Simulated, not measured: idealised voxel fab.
Process module under the name voxel gate over fins
The cross-section on display is named cut; it measures 265 nm wide, and its cells are 5 nm squares.
In what follows, cross-sections appear as grids of square cells, described through bands that run from the top down, where every band is one or more rows of cells. The band entry comprises the height of the band's top followed by the height of its bottom, expressed in nm, and subsequently the band's materials from left to right, each stated together with its width in nm. Where a single material is marked with the word "all across", that material fills the band from edge to edge. The word "empty" represents empty space. Below 0: as-received wafer, all one material; heights counted from there. Lowest band: no bottom, goes on down, written "z 0 and below". It should be noted that a width expressed as "30..40" varies in equal increments from row to row of cells within the band, taking the value of the first number at the top row and that of the second number at the bottom row. Step marked "no change"? Then no cell in the cross-section changed in it. Empty spaces without an open route to the top, at least 8 cells in extent, make up the entry "Fully enclosed voids"; each is given as width x height at distance, where the distance is measured from the left edge, and all are in nm. Note: text after step settings on the step line = simulator remark on that step. You can add "overlay nm" to a step's line. For a step with a mask, it describes how far the mask lay to the right of its planned position, and a negative number describes a lay to the left.
# Process steps (planned)
step 1: RECEIVE with material Si
step 2: CONFORMAL_DEP with material SiN, thk nm 5
step 3: MASKED_ETCH with tone cover, mask id FINS, width nm 15, pitch nm 35, etch materials SiN, depth nm 5, overlay nm 0
step 4: MASKED_ETCH with tone cover, mask id FINS, width nm 15, pitch nm 35, etch materials Si, depth nm 30, overlay nm 0
step 5: FILL_DEP with material SiO2, thk nm 10
step 6: CMP with height nm 5
step 7: SELECTIVE_ETCH with etch materials SiO2, depth nm 15
step 8: STRIP with etch materials SiN
step 9: CONFORMAL_DEP with material HfO2, thk nm 5
step 10: CONFORMAL_DEP with material TiN, thk nm 5
step 11: FILL_DEP with material W, thk nm 15
step 12: CMP with height nm 20
step 13: CONFORMAL_DEP with material SiCN, thk nm 5
# Cross-section: wafer on arrival = after step 1
	z 0 and below | Si all across
	Fully enclosed voids: none
# Wafer cross-section at end of module: start and plan as shown above, one execution error
	z 25 to 20 | SiCN all across
	z 20 to 10 | W all across
	z 10 to 5 | 80 of W, 105 of TiN, 80 of W
	z 5 to 0 | 80 of W, 5 of TiN, 25 of SiN, 10 of TiN, 25 of SiN, 10 of TiN, 25 of SiN, 5 of TiN, 80 of W
	z 0 to -5 | 85 of TiN, 5 of SiN, 15 of Si, 5 of SiN, 10 of TiN, 5 of SiN, 15 of Si, 5 of SiN, 10 of TiN, 5 of SiN, 15 of Si, 5 of SiN, 85 of TiN
	z -5 to -10 | 90 of SiN, 15 of Si, 20 of SiN, 15 of Si, 20 of SiN, 15 of Si, 90 of SiN
	z -10 to -30 | 90 of SiO2, 15 of Si, 20 of SiO2, 15 of Si, 20 of SiO2, 15 of Si, 90 of SiO2
	z -30 and below | Si all across
	Fully enclosed voids: none
Heads up, the wafer didn't run the way we planned it: contrary to plan, step 9 was performed as CONFORMAL_DEP with material SiN, thk nm 5
